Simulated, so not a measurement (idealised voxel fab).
Herein follows the process module entitled voxel self aligned vias.
Each square cell in cross-section cut measures 5 nm, and the section as a whole is 235 nm wide.
A cross-section is written here as square cells arranged in a grid, and it is given in bands from the top down, each band taking up one or more rows of cells. Each band's line starts with the height of the band's top and of its bottom, in nm. Then come its materials from left to right, each with its width in nm. One material with "all across" fills the band from edge to edge. "blank" is empty space. The reference from which all heights are counted is 0, the level beneath which the as-received wafer is entirely one material; the lowest band, having no lower bound, proceeds downward and is written after the example "top 0, no bottom". Width: "30..40" (first number = top row, second number = bottom row, same change from row to row of cells). No cell of the cross-section changed in a step that is given as "no alteration". What "Enclosed empty spaces" gives you is every empty space of 8 cells or more that is cut off from the top. Each appears as width x height at distance, with the distance taken from the left edge and width, height and distance all in nm. What comes after the settings on a step's line is commentary from the simulator itself on that step. On any step carrying a mask, the "overlay nm" setting, if present on the step's line, tells how far right of its planned place the mask lay; negative values point to the left.

## Process steps - plan
1 RECEIVE | material Si
2 CONFORMAL_DEP | material SiO2 | thk nm 10
3 CONFORMAL_DEP | material SiCN | thk nm 5
4 DIRECTIONAL_DEP | material lowk | thk nm 20
5 PATTERN | tone open | mask id LINES | material resist | width nm 25 | pitch nm 65 | thk nm 15 | overlay nm 0
6 DIRECTIONAL_ETCH | etch materials lowk | depth nm 20
7 STRIP | etch materials resist
8 CONFORMAL_DEP | material TiN | thk nm 5
9 FILL_DEP | material Ru | thk nm 5
10 CMP | height nm 35
11 SELECTIVE_ETCH | etch materials W Ru TiN | depth nm 10
12 FILL_DEP | material SiN | thk nm 10
13 CMP | height nm 35
14 DIRECTIONAL_DEP | material lowk | thk nm 20
15 DIRECTIONAL_DEP | material aC | thk nm 10
16 PATTERN | tone open | mask id VIAS | material resist | width nm 35 | thk nm 30 | overlay nm 0
17 DIRECTIONAL_ETCH | etch materials aC | depth nm 10
18 STRIP | etch materials resist
19 DIRECTIONAL_ETCH | etch materials lowk | depth nm 20
20 DIRECTIONAL_ETCH | etch materials SiN | depth nm 10
21 STRIP | etch materials aC
22 CONFORMAL_DEP | material TiN | thk nm 5
23 FILL_DEP | material W | thk nm 10
24 CMP | height nm 55
25 CONFORMAL_DEP | material SiN | thk nm 5

## Concerning the first of two wafers, which was run in accordance with the plan

## Cross-section of the wafer at receipt, which is the condition after step 1
	top 0, no bottom = Si all across
	Enclosed empty spaces: none

## after step 2
	top 10, bottom 0 = SiO2 all across
	All layers under 0 are left as they were.

## after step 3
	top 15, bottom 10 = SiCN all across
	All layers under 10 are left as they were.

## after step 4
	top 35, bottom 15 = lowk all across
	All layers under 15 are left as they were.

## after step 5
	top 50, bottom 35 = resist 70  blank 25  resist 40  blank 25  resist 75
	All layers under 35 are left as they were.

## after step 6
	top 50, bottom 35 = resist 70  blank 25  resist 40  blank 25  resist 75
	top 35, bottom 15 = lowk 70  blank 25  lowk 40  blank 25  lowk 75
	All layers under 15 are left as they were.

## after step 7
	top 35, bottom 15 = lowk 70  blank 25  lowk 40  blank 25  lowk 75
	All layers under 15 are left as they were.

## after step 8
	top 40, bottom 35 = TiN 75  blank 15  TiN 50  blank 15  TiN 80
	top 35, bottom 20 = lowk 70  TiN 5  blank 15  TiN 5  lowk 40  TiN 5  blank 15  TiN 5  lowk 75
	top 20, bottom 15 = lowk 70  TiN 25  lowk 40  TiN 25  lowk 75
	All layers under 15 are left as they were.

## after step 9
	top 45, bottom 40 = Ru all across
	top 40, bottom 35 = TiN 75  Ru 15  TiN 50  Ru 15  TiN 80
	top 35, bottom 20 = lowk 70  TiN 5  Ru 15  TiN 5  lowk 40  TiN 5  Ru 15  TiN 5  lowk 75
	All layers under 20 are left as they were.

## after step 10
	top 35, bottom 20 = lowk 70  TiN 5  Ru 15  TiN 5  lowk 40  TiN 5  Ru 15  TiN 5  lowk 75
	All layers under 20 are left as they were.

## after step 11
	top 35, bottom 25 = lowk 70  blank 25  lowk 40  blank 25  lowk 75
	All layers under 25 are left as they were.

## after step 12
	top 45, bottom 35 = SiN all across
	top 35, bottom 25 = lowk 70  SiN 25  lowk 40  SiN 25  lowk 75
	All layers under 25 are left as they were.

## after step 13
	top 35, bottom 25 = lowk 70  SiN 25  lowk 40  SiN 25  lowk 75
	All layers under 25 are left as they were.

## after step 14
	top 55, bottom 35 = lowk all across
	All layers under 35 are left as they were.

## after step 15
	top 65, bottom 55 = aC all across
	All layers under 55 are left as they were.

## after step 16
	top 95, bottom 65 = resist 65  blank 35  resist 135
	All layers under 65 are left as they were.

## after step 17
	top 85, bottom 65 = resist 65  blank 35  resist 135
	top 65, bottom 55 = aC 65  blank 35  aC 135
	All layers under 55 are left as they were.

## after step 18
	top 65, bottom 55 = aC 65  blank 35  aC 135
	All layers under 55 are left as they were.

## after step 19
	top 65, bottom 55 = aC 65  blank 35  aC 135
	top 55, bottom 35 = lowk 65  blank 35  lowk 135
	All layers under 35 are left as they were.

## after step 20
	top 65, bottom 55 = aC 65  blank 35  aC 135
	top 55, bottom 35 = lowk 65  blank 35  lowk 135
	top 35, bottom 25 = lowk 70  blank 25  lowk 40  SiN 25  lowk 75
	All layers under 25 are left as they were.

## after step 21
	top 55, bottom 35 = lowk 65  blank 35  lowk 135
	All layers under 35 are left as they were.

## after step 22
	top 60, bottom 55 = TiN 70  blank 25  TiN 140
	top 55, bottom 40 = lowk 65  TiN 5  blank 25  TiN 5  lowk 135
	top 40, bottom 35 = lowk 65  TiN 10  blank 15  TiN 10  lowk 135
	top 35, bottom 30 = lowk 70  TiN 5  blank 15  TiN 5  lowk 40  SiN 25  lowk 75
	top 30, bottom 25 = lowk 70  TiN 25  lowk 40  SiN 25  lowk 75
	All layers under 25 are left as they were.

## after step 23
	top 70, bottom 60 = W all across
	top 60, bottom 55 = TiN 70  W 25  TiN 140
	top 55, bottom 40 = lowk 65  TiN 5  W 25  TiN 5  lowk 135
	top 40, bottom 35 = lowk 65  TiN 10  W 15  TiN 10  lowk 135
	top 35, bottom 30 = lowk 70  TiN 5  W 15  TiN 5  lowk 40  SiN 25  lowk 75
	All layers under 30 are left as they were.

## after step 24
	top 55, bottom 40 = lowk 65  TiN 5  W 25  TiN 5  lowk 135
	All layers under 40 are left as they were.

## after step 25
	top 60, bottom 55 = SiN all across
	All layers under 55 are left as they were.

## Wafer two of two - same starting point, same process plan, one mistake in execution; matches wafer one up to and including step 4

## Cross-section, second wafer, at the end time the plan gives for step 5
	top 50, bottom 35 = resist 75  blank 15  resist 50  blank 15  resist 80
	All layers under 35 are left as they were.

## Cross-section, second wafer, at the end time the plan gives for step 6
	top 50, bottom 35 = resist 75  blank 15  resist 50  blank 15  resist 80
	top 35, bottom 15 = lowk 75  blank 15  lowk 50  blank 15  lowk 80
	All layers under 15 are left as they were.

## Cross-section, second wafer, at the end time the plan gives for step 7
	top 35, bottom 15 = lowk 75  blank 15  lowk 50  blank 15  lowk 80
	All layers under 15 are left as they were.

## Cross-section, second wafer, at the end time the plan gives for step 8
	top 40, bottom 35 = TiN 80  blank 5  TiN 60  blank 5  TiN 85
	top 35, bottom 20 = lowk 75  TiN 5  blank 5  TiN 5  lowk 50  TiN 5  blank 5  TiN 5  lowk 80
	top 20, bottom 15 = lowk 75  TiN 15  lowk 50  TiN 15  lowk 80
	All layers under 15 are left as they were.

## Cross-section, second wafer, at the end time the plan gives for step 9
	top 45, bottom 40 = Ru all across
	top 40, bottom 35 = TiN 80  Ru 5  TiN 60  Ru 5  TiN 85
	top 35, bottom 20 = lowk 75  TiN 5  Ru 5  TiN 5  lowk 50  TiN 5  Ru 5  TiN 5  lowk 80
	All layers under 20 are left as they were.

## Cross-section, second wafer, at the end time the plan gives for step 10
	top 35, bottom 20 = lowk 75  TiN 5  Ru 5  TiN 5  lowk 50  TiN 5  Ru 5  TiN 5  lowk 80
	All layers under 20 are left as they were.

## Cross-section, second wafer, at the end time the plan gives for step 11
	top 35, bottom 25 = lowk 75  blank 15  lowk 50  blank 15  lowk 80
	All layers under 25 are left as they were.

## Cross-section, second wafer, at the end time the plan gives for step 12
	top 45, bottom 35 = SiN all across
	top 35, bottom 25 = lowk 75  SiN 15  lowk 50  SiN 15  lowk 80
	All layers under 25 are left as they were.

## Cross-section, second wafer, at the end time the plan gives for step 13
	top 35, bottom 25 = lowk 75  SiN 15  lowk 50  SiN 15  lowk 80
	All layers under 25 are left as they were.

## Cross-section, second wafer, at the end time the plan gives for step 14
	top 55, bottom 35 = lowk all across
	All layers under 35 are left as they were.

## Cross-section, second wafer, at the end time the plan gives for step 15
	top 65, bottom 55 = aC all across
	All layers under 55 are left as they were.

## Cross-section, second wafer, at the end time the plan gives for step 16
	top 95, bottom 65 = resist 65  blank 35  resist 135
	All layers under 65 are left as they were.

## Cross-section, second wafer, at the end time the plan gives for step 17
	top 85, bottom 65 = resist 65  blank 35  resist 135
	top 65, bottom 55 = aC 65  blank 35  aC 135
	All layers under 55 are left as they were.

## Cross-section, second wafer, at the end time the plan gives for step 18
	top 65, bottom 55 = aC 65  blank 35  aC 135
	All layers under 55 are left as they were.

## Cross-section, second wafer, at the end time the plan gives for step 19
	top 65, bottom 55 = aC 65  blank 35  aC 135
	top 55, bottom 35 = lowk 65  blank 35  lowk 135
	All layers under 35 are left as they were.

## Cross-section, second wafer, at the end time the plan gives for step 20
	top 65, bottom 55 = aC 65  blank 35  aC 135
	top 55, bottom 35 = lowk 65  blank 35  lowk 135
	top 35, bottom 25 = lowk 75  blank 15  lowk 50  SiN 15  lowk 80
	All layers under 25 are left as they were.

## Cross-section, second wafer, at the end time the plan gives for step 21
	top 55, bottom 35 = lowk 65  blank 35  lowk 135
	All layers under 35 are left as they were.

## Cross-section, second wafer, at the end time the plan gives for step 22
	top 60, bottom 55 = TiN 70  blank 25  TiN 140
	top 55, bottom 40 = lowk 65  TiN 5  blank 25  TiN 5  lowk 135
	top 40, bottom 35 = lowk 65  TiN 15  blank 5  TiN 15  lowk 135
	top 35, bottom 30 = lowk 75  TiN 5  blank 5  TiN 5  lowk 50  SiN 15  lowk 80
	top 30, bottom 25 = lowk 75  TiN 15  lowk 50  SiN 15  lowk 80
	All layers under 25 are left as they were.

## Cross-section, second wafer, at the end time the plan gives for step 23
	top 70, bottom 60 = W all across
	top 60, bottom 55 = TiN 70  W 25  TiN 140
	top 55, bottom 40 = lowk 65  TiN 5  W 25  TiN 5  lowk 135
	top 40, bottom 35 = lowk 65  TiN 15  W 5  TiN 15  lowk 135
	top 35, bottom 30 = lowk 75  TiN 5  W 5  TiN 5  lowk 50  SiN 15  lowk 80
	All layers under 30 are left as they were.

## Cross-section, second wafer, at the end time the plan gives for step 24
	top 55, bottom 40 = lowk 65  TiN 5  W 25  TiN 5  lowk 135
	All layers under 40 are left as they were.

## Cross-section, second wafer, at the end time the plan gives for step 25
	top 60, bottom 55 = SiN all across
	All layers under 55 are left as they were.
Finding, execution versus plan: for step 5, the planned setting was not used; the step was instead run as PATTERN | tone open | mask id LINES | material resist | width nm 15 | pitch nm 65 | thk nm 15 | overlay nm 0
End check, counted in cells, second wafer has more or fewer of these materials than the first: 4 fewer of Ru, 4 fewer of SiN, 4 fewer of TiN, 4 fewer of W, 16 more of lowk
